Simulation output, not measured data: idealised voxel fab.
The name of this process module is voxel wiring stack.
Section cut is 180 nm wide and gridded with 5 nm square cells.
We lay out every cross-section as a grid of square cells and spell it out in bands from the top down, where one band means one or more rows of cells.
Each band's line starts with the height of the band's top and of its bottom, in nm. Then come its materials from left to right, each with its width in nm. One material with "edge to edge" fills the band from edge to edge. "blank" is empty space.
Heads up on the height convention: 0 is the point under which the incoming wafer is all one material, and the lowest band has no bottom, it just keeps going down, like "0 nm and below".
A width such as "30..40" changes by the same amount from each row of cells to the next, from the band's top row to its bottom row.
"left unchanged", as given for a step, is the statement that not any cell of the cross-section underwent a change during that step.
The list in "Closed void list" covers empty spaces of 8 cells or more that cannot reach the top through any open way, and it gives each as width x height at distance; the distance is from the left edge, and width, height and distance are in nm.
On each step's line, the part that comes after the settings is the simulator's own comment on the step.
The line of a step may include "overlay nm". On a step with a mask, this value is how far to the right of its planned place the mask lay. A negative value means the mask lay to the left.
Planned process steps:
1) RECEIVE | material Si
2) CONFORMAL_DEP | material SiO2 | thk nm 15
3) CONFORMAL_DEP | material SiN | thk nm 5
4) DIRECTIONAL_DEP | material SiO2 | thk nm 15
5) DIRECTIONAL_DEP | material aC | thk nm 15
6) PATTERN | tone open | mask id METAL_1 | material resist | width nm 25 | pitch nm 40 | thk nm 35 | overlay nm 0
7) DIRECTIONAL_ETCH | etch materials aC | depth nm 15
8) STRIP | etch materials resist
9) DIRECTIONAL_ETCH | etch materials SiO2 | depth nm 15
10) DIRECTIONAL_ETCH | etch materials SiN | depth nm 5
11) STRIP | etch materials aC
12) CONFORMAL_DEP | material TiN | thk nm 5
13) FILL_DEP | material Cu | thk nm 5
14) CMP | height nm 35
15) EPI | material Ru | thk nm 5
16) FILL_DEP | material SiCN | thk nm 5
17) DIRECTIONAL_DEP | material SiO2 | thk nm 10
18) PATTERN | tone open | mask id PLUG_1 | material resist | width nm 15 | pitch nm 40 | thk nm 15 | overlay nm 0
19) DIRECTIONAL_ETCH | etch materials SiO2 | depth nm 10
20) DIRECTIONAL_ETCH | etch materials SiCN | depth nm 5
21) STRIP | etch materials resist
22) CONFORMAL_DEP | material TiN | thk nm 5
23) FILL_DEP | material Ru | thk nm 10
24) CMP | height nm 55
25) DIRECTIONAL_DEP | material TiN | thk nm 5
26) DIRECTIONAL_DEP | material W | thk nm 15
27) PATTERN | tone cover | mask id METAL_2 | material resist | width nm 25 | pitch nm 40 | thk nm 20 | overlay nm 0
28) DIRECTIONAL_ETCH | etch materials W | depth nm 15
29) DIRECTIONAL_ETCH | etch materials TiN | depth nm 5
30) STRIP | etch materials resist
31) CONFORMAL_DEP | material SiN | thk nm 5
32) FILL_DEP | material lowk | thk nm 10
33) CMP | height nm 75
34) CONFORMAL_DEP | material SiCN | thk nm 5
35) DIRECTIONAL_DEP | material SiO2 | thk nm 30
36) DIRECTIONAL_DEP | material aC | thk nm 10
37) PATTERN | tone open | mask id METAL_3_HOLES | material resist | width nm 15 | thk nm 30 | overlay nm 0
38) DIRECTIONAL_ETCH | etch materials aC | depth nm 10
39) STRIP | etch materials resist
40) DIRECTIONAL_ETCH | etch materials SiO2 | depth nm 30
41) STRIP | etch materials aC
42) DIRECTIONAL_DEP | material aC | thk nm 15
43) PATTERN | tone open | mask id METAL_3 | material resist | width nm 25 | pitch nm 40 | thk nm 30 | overlay nm 0
44) DIRECTIONAL_ETCH | etch materials aC | depth nm 15
45) STRIP | etch materials resist
46) DIRECTIONAL_ETCH | etch materials SiO2 | depth nm 15
47) DIRECTIONAL_ETCH | etch materials SiCN | depth nm 5
48) STRIP | etch materials aC
49) CONFORMAL_DEP | material TiN | thk nm 5
50) FILL_DEP | material Cu | thk nm 5
51) CMP | height nm 110
52) CONFORMAL_DEP | material SiN | thk nm 5
Incoming wafer in cross-section (state: after step 1):
- 0 nm and below | Si edge to edge
- Closed void list: none
Here's the wafer cut in cross-section after the module, started and planned just like above, except one thing was done wrong in the run:
- 105 nm to 100 nm | SiN edge to edge
- 100 nm to 95 nm | 55 SiO2 | 5 TiN | 5 Cu | 15 TiN | 15 SiO2 | 25 TiN | 60 SiO2
- 95 nm to 80 nm | 55 SiO2 | 5 TiN | 5 Cu | 5 TiN | 110 SiO2
- 80 nm to 75 nm | 55 SiCN | 15 TiN | 110 SiCN
- 75 nm to 60 nm | 50 lowk | 5 SiN | 25 W | 5 SiN | 5 lowk | 5 SiN | 25 W | 5 SiN | 55 lowk
- 60 nm to 55 nm | 55 SiN | 25 TiN | 15 SiN | 25 TiN | 60 SiN
- 55 nm to 45 nm | 55 SiO2 | 5 TiN | 5 Ru | 5 TiN | 25 SiO2 | 5 TiN | 5 Ru | 5 TiN | 70 SiO2
- 45 nm to 40 nm | 55 SiCN | 15 TiN | 25 SiCN | 15 TiN | 70 SiCN
- 40 nm to 35 nm | 50 SiCN | 35 Ru | 5 SiCN | 35 Ru | 55 SiCN
- 35 nm to 20 nm | 55 SiO2 | 5 TiN | 15 Cu | 5 TiN | 15 SiO2 | 5 TiN | 15 Cu | 5 TiN | 60 SiO2
- 20 nm to 15 nm | 55 SiN | 25 TiN | 15 SiN | 25 TiN | 60 SiN
- 15 nm to 0 nm | SiO2 edge to edge
- 0 nm and below | Si edge to edge
- Closed void list: none
What broke from the plan during processing? step 51 changed vs plan, executed as CMP | height nm 100
